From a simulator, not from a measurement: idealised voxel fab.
process module | voxel capacitor over wiring
cross-section cut | 175 nm wide | cells 5 nm
A cross-section is a grid of square cells, given in bands from the top down. A band is one or more rows of cells.
Each band's line starts with the height of the band's top and of its bottom, in nm. Then come its materials from left to right, each with its width in nm. One material with "throughout" fills the band from edge to edge. "air" is empty space.
Height 0 is the level under which the wafer as received is all one material. The lowest band goes on downwards, as in "0 down".
A width such as "30 to 40" changes by the same amount from each row of cells to the next, from the band's top row to its bottom row.
"no change" after a step means that no cell of the cross-section changed.
closed voids: empty space of 8 cells or more with no open way to the top, each as width x height at its distance from the left edge, in nm
after a step's settings: what the simulator itself notes on the step
overlay nm, on a step with a mask: how far to the right of its planned place the mask lay; to the left if negative
plan
1 op RECEIVE | material Si
2 op CONFORMAL_DEP | material SiO2 | thk nm 15
3 op CONFORMAL_DEP | material SiCN | thk nm 5
4 op DIRECTIONAL_DEP | material SiO2 | thk nm 15
5 op PATTERN | tone open | mask id METAL_1 | material resist | width nm 25 | pitch nm 80 | thk nm 20 | overlay nm 0
6 op DIRECTIONAL_ETCH | etch materials SiO2 | depth nm 15
7 op DIRECTIONAL_ETCH | etch materials SiCN | depth nm 5
8 op STRIP | etch materials resist
9 op CONFORMAL_DEP | material TiN | thk nm 5
10 op FILL_DEP | material W | thk nm 10
11 op CMP | height nm 35
12 op CONFORMAL_DEP | material SiCN | thk nm 5
13 op DIRECTIONAL_DEP | material lowk | thk nm 20
14 op DIRECTIONAL_DEP | material aC | thk nm 15
15 op PATTERN | tone open | mask id PLUG_1 | material resist | width nm 15 | thk nm 35 | overlay nm 0
16 op DIRECTIONAL_ETCH | etch materials aC | depth nm 15
17 op STRIP | etch materials resist
18 op DIRECTIONAL_ETCH | etch materials lowk | depth nm 20
19 op DIRECTIONAL_ETCH | etch materials SiCN | depth nm 5
20 op STRIP | etch materials aC
21 op EPI | material Ru | thk nm 10
22 op EPI | material Ru | thk nm 10
23 op EPI | material Ru | thk nm 5
24 op DIRECTIONAL_DEP | material TiN | thk nm 10
25 op DIRECTIONAL_DEP | material Al2O3 | thk nm 5
26 op DIRECTIONAL_DEP | material TiN | thk nm 5
27 op PATTERN | tone cover | mask id UPPER_PLATE | material resist | width nm 60 | thk nm 20 | overlay nm 0
28 op DIRECTIONAL_ETCH | etch materials TiN | depth nm 5
29 op DIRECTIONAL_ETCH | etch materials Al2O3 | depth nm 5
30 op STRIP | etch materials resist
31 op DIRECTIONAL_DEP | material aC | thk nm 10
32 op PATTERN | tone cover | mask id LOWER_PLATE | material resist | width nm 70 | thk nm 30 | overlay nm 0
33 op DIRECTIONAL_ETCH | etch materials aC | depth nm 10
34 op STRIP | etch materials resist
35 op DIRECTIONAL_ETCH | etch materials TiN | depth nm 10
36 op STRIP | etch materials aC
37 op FILL_DEP | material SiO2 | thk nm 20
38 op CMP | height nm 95
39 op MASKED_ETCH | tone open | mask id PLUG_2 | width nm 15 | etch materials SiO2 | depth nm 15 | overlay nm 0
40 op CONFORMAL_DEP | material TiN | thk nm 5
41 op FILL_DEP | material Ru | thk nm 5
42 op CMP | height nm 95
43 op CONFORMAL_DEP | material SiCN | thk nm 5
first wafer, as planned
as received, after step 1
  0 down: Si throughout
  closed voids: none
after step 2
  15 to 0: SiO2 throughout
  below 0: unchanged
after step 3
  20 to 15: SiCN throughout
  below 15: unchanged
after step 4
  35 to 20: SiO2 throughout
  below 20: unchanged
after step 5
  55 to 35: resist 35 | air 25 | resist 55 | air 25 | resist 35
  below 35: unchanged
after step 6
  55 to 35: resist 35 | air 25 | resist 55 | air 25 | resist 35
  35 to 20: SiO2 35 | air 25 | SiO2 55 | air 25 | SiO2 35
  below 20: unchanged
after step 7
  55 to 35: resist 35 | air 25 | resist 55 | air 25 | resist 35
  35 to 20: SiO2 35 | air 25 | SiO2 55 | air 25 | SiO2 35
  20 to 15: SiCN 35 | air 25 | SiCN 55 | air 25 | SiCN 35
  below 15: unchanged
after step 8
  35 to 20: SiO2 35 | air 25 | SiO2 55 | air 25 | SiO2 35
  below 20: unchanged
after step 9
  40 to 35: TiN 40 | air 15 | TiN 65 | air 15 | TiN 40
  35 to 20: SiO2 35 | TiN 5 | air 15 | TiN 5 | SiO2 55 | TiN 5 | air 15 | TiN 5 | SiO2 35
  20 to 15: SiCN 35 | TiN 25 | SiCN 55 | TiN 25 | SiCN 35
  below 15: unchanged
after step 10
  50 to 40: W throughout
  40 to 35: TiN 40 | W 15 | TiN 65 | W 15 | TiN 40
  35 to 20: SiO2 35 | TiN 5 | W 15 | TiN 5 | SiO2 55 | TiN 5 | W 15 | TiN 5 | SiO2 35
  below 20: unchanged
after step 11
  35 to 20: SiO2 35 | TiN 5 | W 15 | TiN 5 | SiO2 55 | TiN 5 | W 15 | TiN 5 | SiO2 35
  below 20: unchanged
after step 12
  40 to 35: SiCN throughout
  below 35: unchanged
after step 13
  60 to 40: lowk throughout
  below 40: unchanged
after step 14
  75 to 60: aC throughout
  below 60: unchanged
after step 15
  110 to 75: resist 45 | air 15 | resist 115
  below 75: unchanged
after step 16
  95 to 75: resist 45 | air 15 | resist 115
  75 to 60: aC 45 | air 15 | aC 115
  below 60: unchanged
after step 17
  75 to 60: aC 45 | air 15 | aC 115
  below 60: unchanged
after step 18
  75 to 60: aC 45 | air 15 | aC 115
  60 to 40: lowk 45 | air 15 | lowk 115
  below 40: unchanged
after step 19
  75 to 60: aC 45 | air 15 | aC 115
  60 to 40: lowk 45 | air 15 | lowk 115
  40 to 35: SiCN 45 | air 15 | SiCN 115
  below 35: unchanged
after step 20
  60 to 40: lowk 45 | air 15 | lowk 115
  below 40: unchanged
after step 21
  60 to 45: lowk 45 | air 15 | lowk 115
  45 to 40: lowk 45 | Ru 15 | lowk 115
  40 to 35: SiCN 45 | Ru 15 | SiCN 115
  below 35: unchanged
after step 22
  60 to 55: lowk 45 | air 15 | lowk 115
  55 to 40: lowk 45 | Ru 15 | lowk 115
  below 40: unchanged
after step 23
  60 to 40: lowk 45 | Ru 15 | lowk 115
  below 40: unchanged
after step 24
  70 to 60: TiN throughout
  below 60: unchanged
after step 25
  75 to 70: Al2O3 throughout
  below 70: unchanged
after step 26
  80 to 75: TiN throughout
  below 75: unchanged
after step 27
  100 to 80: air 45 | resist 60 | air 70
  below 80: unchanged
after step 28
  100 to 80: air 45 | resist 60 | air 70
  80 to 75: air 45 | TiN 60 | air 70
  below 75: unchanged
after step 29
  100 to 80: air 45 | resist 60 | air 70
  80 to 75: air 45 | TiN 60 | air 70
  75 to 70: air 45 | Al2O3 60 | air 70
  below 70: unchanged
after step 30
  80 to 75: air 45 | TiN 60 | air 70
  below 75: unchanged
after step 31
  90 to 80: air 45 | aC 60 | air 70
  80 to 75: aC 45 | TiN 60 | aC 70
  75 to 70: aC 45 | Al2O3 60 | aC 70
  below 70: unchanged
after step 32
  120 to 90: air 40 | resist 70 | air 65
  90 to 80: air 40 | resist 5 | aC 60 | resist 5 | air 65
  below 80: unchanged
after step 33
  110 to 90: air 40 | resist 70 | air 65
  90 to 80: air 40 | resist 5 | aC 60 | resist 5 | air 65
  80 to 75: air 40 | aC 5 | TiN 60 | aC 5 | air 65
  75 to 70: air 40 | aC 5 | Al2O3 60 | aC 5 | air 65
  below 70: unchanged
after step 34
  90 to 80: air 45 | aC 60 | air 70
  below 80: unchanged
after step 35
  90 to 80: air 45 | aC 60 | air 70
  80 to 75: air 40 | aC 5 | TiN 60 | aC 5 | air 65
  75 to 70: air 40 | aC 5 | Al2O3 60 | aC 5 | air 65
  70 to 60: air 40 | TiN 70 | air 65
  below 60: unchanged
after step 36
  80 to 75: air 45 | TiN 60 | air 70
  75 to 70: air 45 | Al2O3 60 | air 70
  below 70: unchanged
after step 37
  100 to 80: SiO2 throughout
  80 to 75: SiO2 45 | TiN 60 | SiO2 70
  75 to 70: SiO2 45 | Al2O3 60 | SiO2 70
  70 to 60: SiO2 40 | TiN 70 | SiO2 65
  below 60: unchanged
after step 38
  95 to 80: SiO2 throughout
  below 80: unchanged
after step 39
  95 to 80: SiO2 55 | air 15 | SiO2 105
  below 80: unchanged
after step 40
  100 to 95: TiN 60 | air 5 | TiN 110
  95 to 85: SiO2 55 | TiN 5 | air 5 | TiN 5 | SiO2 105
  85 to 75: SiO2 55 to 45 | TiN 15 to 60 | SiO2 105 to 70
  below 75: unchanged
after step 41
  105 to 100: Ru throughout
  100 to 95: TiN 60 | Ru 5 | TiN 110
  95 to 85: SiO2 55 | TiN 5 | Ru 5 | TiN 5 | SiO2 105
  below 85: unchanged
after step 42
  95 to 85: SiO2 55 | TiN 5 | Ru 5 | TiN 5 | SiO2 105
  below 85: unchanged
after step 43
  100 to 95: SiCN throughout
  below 95: unchanged
second wafer: like start, like plan, one mistake. Through step 11 it matches the first wafer
when step 12 should have ended
  55 to 35: lowk throughout
  below 35: unchanged
when step 13 should have ended
  60 to 55: SiCN throughout
  below 55: unchanged
when step 14 should have ended
  75 to 60: aC throughout
  below 60: unchanged
when step 15 should have ended
  110 to 75: resist 45 | air 15 | resist 115
  below 75: unchanged
when step 16 should have ended
  95 to 75: resist 45 | air 15 | resist 115
  75 to 60: aC 45 | air 15 | aC 115
  below 60: unchanged
when step 17 should have ended
  75 to 60: aC 45 | air 15 | aC 115
  below 60: unchanged
when step 18 should have ended: no change
when step 19 should have ended
  75 to 60: aC 45 | air 15 | aC 115
  60 to 55: SiCN 45 | air 15 | SiCN 115
  below 55: unchanged
when step 20 should have ended
  60 to 55: SiCN 45 | air 15 | SiCN 115
  below 55: unchanged
when step 21 should have ended: no change
when step 22 should have ended: no change
when step 23 should have ended: no change
when step 24 should have ended
  70 to 65: TiN 45 | air 15 | TiN 115
  65 to 60: TiN throughout
  60 to 55: SiCN 45 | TiN 15 | SiCN 115
  below 55: unchanged
when step 25 should have ended
  75 to 70: Al2O3 45 | air 15 | Al2O3 115
  70 to 65: TiN 45 | Al2O3 15 | TiN 115
  below 65: unchanged
when step 26 should have ended
  80 to 75: TiN 45 | air 15 | TiN 115
  75 to 70: Al2O3 45 | TiN 15 | Al2O3 115
  below 70: unchanged
when step 27 should have ended
  100 to 80: air 45 | resist 60 | air 70
  80 to 75: TiN 45 | resist 15 | TiN 115
  below 75: unchanged
when step 28 should have ended
  100 to 80: air 45 | resist 60 | air 70
  80 to 75: air 45 | resist 15 | TiN 45 | air 70
  below 75: unchanged
when step 29 should have ended
  100 to 80: air 45 | resist 60 | air 70
  80 to 75: air 45 | resist 15 | TiN 45 | air 70
  75 to 70: air 45 | TiN 15 | Al2O3 45 | air 70
  below 70: unchanged
when step 30 should have ended
  80 to 75: air 60 | TiN 45 | air 70
  below 75: unchanged
when step 31 should have ended
  90 to 80: air 60 to 45 | aC 45 to 60 | air 70
  80 to 75: aC 60 | TiN 45 | aC 70
  75 to 70: aC 45 | TiN 15 | Al2O3 45 | aC 70
  below 70: unchanged
when step 32 should have ended
  120 to 90: air 40 | resist 70 | air 65
  90 to 80: air 40 | resist 20 to 5 | aC 45 to 60 | resist 5 | air 65
  below 80: unchanged
when step 33 should have ended
  110 to 90: air 40 | resist 70 | air 65
  90 to 80: air 40 | resist 20 to 5 | aC 45 to 60 | resist 5 | air 65
  80 to 75: air 40 | aC 20 | TiN 45 | aC 5 | air 65
  75 to 70: air 40 | aC 5 | TiN 15 | Al2O3 45 | aC 5 | air 65
  below 70: unchanged
when step 34 should have ended
  90 to 80: air 60 to 45 | aC 45 to 60 | air 70
  below 80: unchanged
when step 35 should have ended
  90 to 80: air 60 to 45 | aC 45 to 60 | air 70
  80 to 75: air 40 | aC 20 | TiN 45 | aC 5 | air 65
  75 to 70: air 40 | aC 5 | TiN 15 | Al2O3 45 | aC 5 | air 65
  70 to 65: air 40 | TiN 5 | Al2O3 15 | TiN 50 | air 65
  65 to 60: air 40 | TiN 70 | air 65
  below 60: unchanged
when step 36 should have ended
  80 to 75: air 60 | TiN 45 | air 70
  75 to 70: air 45 | TiN 15 | Al2O3 45 | air 70
  below 70: unchanged
when step 37 should have ended
  100 to 80: SiO2 throughout
  80 to 75: SiO2 60 | TiN 45 | SiO2 70
  75 to 70: SiO2 45 | TiN 15 | Al2O3 45 | SiO2 70
  70 to 65: SiO2 40 | TiN 5 | Al2O3 15 | TiN 50 | SiO2 65
  65 to 60: SiO2 40 | TiN 70 | SiO2 65
  below 60: unchanged
when step 38 should have ended
  95 to 80: SiO2 throughout
  below 80: unchanged
when step 39 should have ended
  95 to 80: SiO2 55 | air 15 | SiO2 105
  below 80: unchanged
when step 40 should have ended
  100 to 95: TiN 60 | air 5 | TiN 110
  95 to 85: SiO2 55 | TiN 5 | air 5 | TiN 5 | SiO2 105
  85 to 75: SiO2 55 to 60 | TiN 15 to 45 | SiO2 105 to 70
  below 75: unchanged
when step 41 should have ended
  105 to 100: Ru throughout
  100 to 95: TiN 60 | Ru 5 | TiN 110
  95 to 85: SiO2 55 | TiN 5 | Ru 5 | TiN 5 | SiO2 105
  below 85: unchanged
when step 42 should have ended
  95 to 85: SiO2 55 | TiN 5 | Ru 5 | TiN 5 | SiO2 105
  below 85: unchanged
when step 43 should have ended
  100 to 95: SiCN throughout
  below 95: unchanged
what went wrong: steps 12 and 13 were swapped
at the end the second wafer has, in cells: 15 fewer of Ru | 3 more of SiO2 | 12 more of lowk
